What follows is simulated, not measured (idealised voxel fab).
voxel local oxidation: a process module
Each square cell in cross-section cut measures 5 nm, and the section as a whole is 220 nm wide.
When this document writes out a cross-section, it uses a grid of square cells and lists it as bands, beginning at the top and moving down, with a band standing for one or more rows of cells.
This entry defines a band. It first specifies the height of the band's top and the height of its bottom in nm, and then specifies the band's materials from left to right, stating each material with its width in nm. The word "everywhere" identifies a single material that fills the band from edge to edge, while the word "empty" identifies empty space.
Where do heights start? At 0: under that level the wafer as delivered is made of one material only. And the lowest band has no floor; it just carries on downward, as in "from 0 down".
Width "30 to 40": first value at the band's top row of cells, second value at its bottom row, equal change from row to row.
"no modifications" (step): cross-section cells unchanged, all of them.
Voids not open to the top, 8 cells minimum: see "Enclosed void entries". Written width x height at distance; distance is from the left edge; nm.
Read whatever lies past the settings on a step's line as the simulator's own remark about the step.
The "overlay nm" setting may appear on a step's line; for a step that uses a mask, it gives how far to the right of its planned position the mask lay, and a negative value indicates the left.

**Below is the list of planned process steps**
1,RECEIVE: material Si
2,OXIDIZE: depth nm 5
3,CONFORMAL_DEP: material SiN, thk nm 15
4,PATTERN: tone cover, mask id ACTIVE, material resist, width nm 110, thk nm 15, overlay nm 0
5,DIRECTIONAL_ETCH: etch materials SiN, depth nm 15
6,STRIP: etch materials resist
7,SELECTIVE_ETCH: etch materials SiO2, depth nm 5
8,OXIDIZE: depth nm 10
9,STRIP: etch materials SiN

**Wafer cross-section on receipt, i.e. after step 1**
    from 0 down: Si everywhere
    Enclosed void entries: none

**Figure: cross-sectional view of the wafer upon completion of the module, processed from the initial state and according to the plan depicted above, with one error introduced during execution**
    from 15 to 0: empty 55 nm | SiN 110 nm | empty 55 nm
    from 0 to -5: empty 60 nm | SiO2 100 nm | empty 60 nm
    from -5 to -15: SiO2 70 nm | Si 80 nm | SiO2 70 nm
    from -15 down: Si everywhere
    Enclosed void entries: none
What went wrong in running the wafer? plan step 9 was not performed, having been skipped
